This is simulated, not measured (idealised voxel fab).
Presented below is a process module, voxel self aligned vias.
Cross-section cut spans 270 nm and uses square cells 5 nm in size.
Cross-section format: a grid of square cells, given as bands from top to bottom; each band is one or more rows of cells. Quick guide to a band line: top height, bottom height (nm) up front; then every material left to right with its width in nm. Only one material and it's marked "full width"? Then it fills the band edge to edge. And "air" just means empty space. A quick word on heights: they are counted from 0, and under that level the wafer as it came to us is one material throughout. The lowest band is different from the rest in having no bottom; it simply continues downward, written as in "from 0 down". The expression "30 to 40" gives the width at the extremes of the band, the first number at its top row of cells and the second at its bottom row, with the width changing by equal amounts from each row to the next in between. For the purposes of this document, the phrase "all unchanged" attached to a step denotes that no cell within the cross-section was modified by that step. For the entry "Tabulated closed voids", the listed items are empty spaces with no open way to the top whose size is 8 cells or more; each item follows the pattern width x height at distance, where distance is from the left edge and all three are in nm. Past the settings on a step's line: simulator remark, on that step. A step's line can hold "overlay nm"; with a mask on that step, the setting says how far right of the planned place the mask lay, while a negative setting says it lay to the left.
The planned process steps are enumerated hereunder:
1 RECEIVE, material Si
2 CONFORMAL_DEP, material SiO2, thk nm 15
3 CONFORMAL_DEP, material SiCN, thk nm 5
4 DIRECTIONAL_DEP, material SiO2, thk nm 30
5 DIRECTIONAL_DEP, material aC, thk nm 10
6 PATTERN, tone open, mask id LINES, material resist, width nm 30, pitch nm 65, thk nm 30, overlay nm -15
7 DIRECTIONAL_ETCH, etch materials aC, depth nm 10
8 STRIP, etch materials resist
9 DIRECTIONAL_ETCH, etch materials SiO2, depth nm 30
10 STRIP, etch materials aC
11 CONFORMAL_DEP, material TiN, thk nm 5
12 FILL_DEP, material W, thk nm 5
13 CMP, height nm 50
14 SELECTIVE_ETCH, etch materials W Ru TiN, depth nm 5
15 FILL_DEP, material SiN, thk nm 5
16 CMP, height nm 50
17 DIRECTIONAL_DEP, material SiO2, thk nm 15
18 MASKED_ETCH, tone open, mask id VIAS, width nm 40, pitch nm 65, etch materials SiO2, depth nm 15, overlay nm 0
19 MASKED_ETCH, tone open, mask id VIAS, width nm 40, pitch nm 65, etch materials SiN, depth nm 5, overlay nm 0
20 CONFORMAL_DEP, material TiN, thk nm 5
21 FILL_DEP, material W, thk nm 5
22 CMP, height nm 65
23 CONFORMAL_DEP, material SiN, thk nm 5
It is noted that the wafers described herein are identical at the outset and are distinguished by the overlay nm of step 6; the value stated in the plan corresponds to the first wafer.
Cross-section of the first of several wafers on receipt, reflecting completion of step 1:
	from 0 down  Si full width
	Tabulated closed voids: none
Take a look at the first of several wafers in cross-section: the module is done, and step 23 was its last step:
	from 70 to 65  SiN full width
	from 65 to 55  SiO2=50 | TiN=5 | W=30 | TiN=5 | SiO2=25 | TiN=5 | W=30 | TiN=5 | SiO2=25 | TiN=5 | W=30 | TiN=5 | SiO2=50
	from 55 to 50  SiO2=50 | TiN=5 | W=10 | TiN=25 | SiO2=25 | TiN=5 | W=10 | TiN=25 | SiO2=25 | TiN=5 | W=10 | TiN=25 | SiO2=50
	from 50 to 45  SiO2=40 | SiN=10 | TiN=20 | SiO2=35 | SiN=10 | TiN=20 | SiO2=35 | SiN=10 | TiN=20 | SiO2=70
	from 45 to 25  SiO2=40 | TiN=5 | W=20 | TiN=5 | SiO2=35 | TiN=5 | W=20 | TiN=5 | SiO2=35 | TiN=5 | W=20 | TiN=5 | SiO2=70
	from 25 to 20  SiO2=40 | TiN=30 | SiO2=35 | TiN=30 | SiO2=35 | TiN=30 | SiO2=70
	from 20 to 15  SiCN full width
	from 15 to 0  SiO2 full width
	from 0 down  Si full width
	Tabulated closed voids: none
Last-wafer cross-section at the end of the module:
	from 70 to 65  SiN full width
	from 65 to 55  SiO2=50 | TiN=5 | W=30 | TiN=5 | SiO2=25 | TiN=5 | W=30 | TiN=5 | SiO2=25 | TiN=5 | W=30 | TiN=5 | SiO2=50
	from 55 to 50  SiO2=50 | TiN=25 | W=10 | TiN=5 | SiO2=25 | TiN=25 | W=10 | TiN=5 | SiO2=25 | TiN=25 | W=10 | TiN=5 | SiO2=50
	from 50 to 45  SiO2=70 | TiN=20 | SiN=10 | SiO2=35 | TiN=20 | SiN=10 | SiO2=35 | TiN=20 | SiN=10 | SiO2=40
	from 45 to 25  SiO2=70 | TiN=5 | W=20 | TiN=5 | SiO2=35 | TiN=5 | W=20 | TiN=5 | SiO2=35 | TiN=5 | W=20 | TiN=5 | SiO2=40
	from 25 to 20  SiO2=70 | TiN=30 | SiO2=35 | TiN=30 | SiO2=35 | TiN=30 | SiO2=40
	from 20 to 15  SiCN full width
	from 15 to 0  SiO2 full width
	from 0 down  Si full width
	Tabulated closed voids: none
Table: wafers, a row each; end-of-module cell change per material since receipt, gain (+), loss (-); then closed voids:
overlay nm -15, +54 SiCN, +60 SiN, +468 SiO2, +84 TiN, +90 W, Tabulated closed voids: none
overlay nm -10, +54 SiCN, +57 SiN, +468 SiO2, +84 TiN, +93 W, Tabulated closed voids: none
overlay nm -5, +54 SiCN, +54 SiN, +468 SiO2, +84 TiN, +96 W, Tabulated closed voids: none
overlay nm 0, +54 SiCN, +54 SiN, +468 SiO2, +84 TiN, +96 W, Tabulated closed voids: none
overlay nm 5, +54 SiCN, +54 SiN, +468 SiO2, +84 TiN, +96 W, Tabulated closed voids: none
overlay nm 10, +54 SiCN, +57 SiN, +468 SiO2, +84 TiN, +93 W, Tabulated closed voids: none
overlay nm 15, +54 SiCN, +60 SiN, +468 SiO2, +84 TiN, +90 W, Tabulated closed voids: none
